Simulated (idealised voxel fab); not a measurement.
The following process module bears the name voxel capacitor over wiring.
This is section cut - it's 180 nm across, gridded in 5 nm square cells.
Cross-section, as written here: a square-cell grid given band by band from the top down, where a band holds one or more rows of cells. Per band: top height and bottom height in nm, followed by the left-to-right materials and their widths in nm; "everywhere" marks a single material spanning edge to edge, "air" marks empty space. Convention: height 0 is the level below which the wafer, as received, is all one material. The lowest band does not terminate at the bottom but continues downward, represented as "0..down". A two-number width, for instance "30..40", indicates that the width is equal to the first number in the top row of the band and to the second number in the bottom row, and that it changes by a constant amount per row of cells. Basically "nothing different" means that step didn't change any cell in the cross-section. Enclosed internal cavities: empty space of 8 cells or more with no open way to the top, each as width x height at its distance from the left edge, in nm. That trailing text on a step's line, after the settings, is the simulator's own remark on the step. For masked steps, "overlay nm" on the step line gives how far right of plan the mask actually lay; a minus sign means it lay to the left.

PROCESS STEPS (PLANNED)
1,RECEIVE [material Si]
2,CONFORMAL_DEP [material SiO2] [thk nm 10]
3,DIRECTIONAL_DEP [material TiN] [thk nm 5]
4,DIRECTIONAL_DEP [material Ru] [thk nm 20]
5,MASKED_ETCH [tone cover] [mask id METAL_1] [width nm 20] [pitch nm 75] [etch materials Ru] [depth nm 20] [overlay nm 0]
6,MASKED_ETCH [tone cover] [mask id METAL_1] [width nm 20] [pitch nm 75] [etch materials TiN] [depth nm 5] [overlay nm 0]
7,CONFORMAL_DEP [material SiN] [thk nm 5]
8,FILL_DEP [material SiO2] [thk nm 10]
9,CMP [height nm 35]
10,CONFORMAL_DEP [material SiCN] [thk nm 5]
11,DIRECTIONAL_DEP [material lowk] [thk nm 10]
12,PATTERN [tone open] [mask id PLUG_1] [material resist] [width nm 15] [thk nm 15] [overlay nm 0]
13,DIRECTIONAL_ETCH [etch materials lowk] [depth nm 10]
14,DIRECTIONAL_ETCH [etch materials SiCN] [depth nm 5]
15,STRIP [etch materials resist]
16,CONFORMAL_DEP [material TiN] [thk nm 5]
17,FILL_DEP [material W] [thk nm 10]
18,CMP [height nm 50]
19,DIRECTIONAL_DEP [material TiN] [thk nm 5]
20,DIRECTIONAL_DEP [material SiN] [thk nm 5]
21,DIRECTIONAL_DEP [material TiN] [thk nm 10]
22,PATTERN [tone cover] [mask id UPPER_PLATE] [material resist] [width nm 60] [thk nm 15] [overlay nm 0]
23,DIRECTIONAL_ETCH [etch materials TiN] [depth nm 10]
24,DIRECTIONAL_ETCH [etch materials SiN] [depth nm 5]
25,STRIP [etch materials resist]
26,PATTERN [tone cover] [mask id LOWER_PLATE] [material resist] [width nm 70] [thk nm 15] [overlay nm 0]
27,DIRECTIONAL_ETCH [etch materials TiN] [depth nm 5]
28,STRIP [etch materials resist]
29,FILL_DEP [material SiO2] [thk nm 15]
30,CMP [height nm 80]
31,PATTERN [tone open] [mask id PLUG_2] [material resist] [width nm 15] [thk nm 15] [overlay nm 0]
32,DIRECTIONAL_ETCH [etch materials SiO2] [depth nm 10]
33,STRIP [etch materials resist]
34,CONFORMAL_DEP [material TiN] [thk nm 5]
35,FILL_DEP [material Ru] [thk nm 10]
36,CMP [height nm 80]
37,CONFORMAL_DEP [material SiCN] [thk nm 5]

CROSS-SECTION OF THE INCOMING WAFER, STATE AFTER STEP 1
  0..down  Si everywhere
  Enclosed internal cavities: none

RUN AS PLANNED - FIRST OF THE TWO WAFERS CROSS-SECTIONED AT THE END OF THE MODULE
  85..80  SiCN everywhere
  80..75  SiO2 (55) / TiN (5) / Ru (5) / TiN (5) / SiO2 (110)
  75..70  SiO2 (55) / TiN (15) / SiO2 (110)
  70..60  SiO2 (45) / TiN (60) / SiO2 (75)
  60..55  SiO2 (45) / SiN (60) / SiO2 (75)
  55..50  SiO2 (40) / TiN (70) / SiO2 (70)
  50..40  lowk (45) / TiN (5) / W (5) / TiN (5) / lowk (120)
  40..35  SiCN (45) / TiN (15) / SiCN (120)
  35..15  SiO2 (35) / SiN (5) / Ru (20) / SiN (5) / SiO2 (45) / SiN (5) / Ru (20) / SiN (5) / SiO2 (40)
  15..10  SiN (40) / TiN (20) / SiN (55) / TiN (20) / SiN (45)
  10..0  SiO2 everywhere
  0..down  Si everywhere
  Enclosed internal cavities: none

WHAT THE SECOND WAFER LOOKS LIKE IN CROSS-SECTION ONCE THE MODULE IS DONE. ITS START AND ITS PLAN MATCHED THE FIRST WAFER'S EXACTLY; WHAT DIFFERED WAS ONE MISTAKE IN HOW IT WAS RUN
  85..80  SiCN everywhere
  80..75  SiO2 (55) / TiN (5) / Ru (10) / TiN (5) / SiO2 (105)
  75..70  SiO2 (55) / TiN (20) / SiO2 (105)
  70..60  SiO2 (45) / TiN (60) / SiO2 (75)
  60..55  SiO2 (45) / SiN (60) / SiO2 (75)
  55..50  SiO2 (40) / TiN (70) / SiO2 (70)
  50..40  lowk (45) / TiN (5) / W (5) / TiN (5) / lowk (120)
  40..35  SiCN (45) / TiN (15) / SiCN (120)
  35..15  SiO2 (35) / SiN (5) / Ru (20) / SiN (5) / SiO2 (45) / SiN (5) / Ru (20) / SiN (5) / SiO2 (40)
  15..10  SiN (40) / TiN (20) / SiN (55) / TiN (20) / SiN (45)
  10..0  SiO2 everywhere
  0..down  Si everywhere
  Enclosed internal cavities: none
The plan and the run diverged here: not per plan at step 31, really ran PATTERN [tone open] [mask id PLUG_2] [material resist] [width nm 20] [thk nm 15] [overlay nm 0]
Final difference in cells, second wafer against first, listed per material as more or fewer: Ru +1 | SiO2 -2 | TiN +1
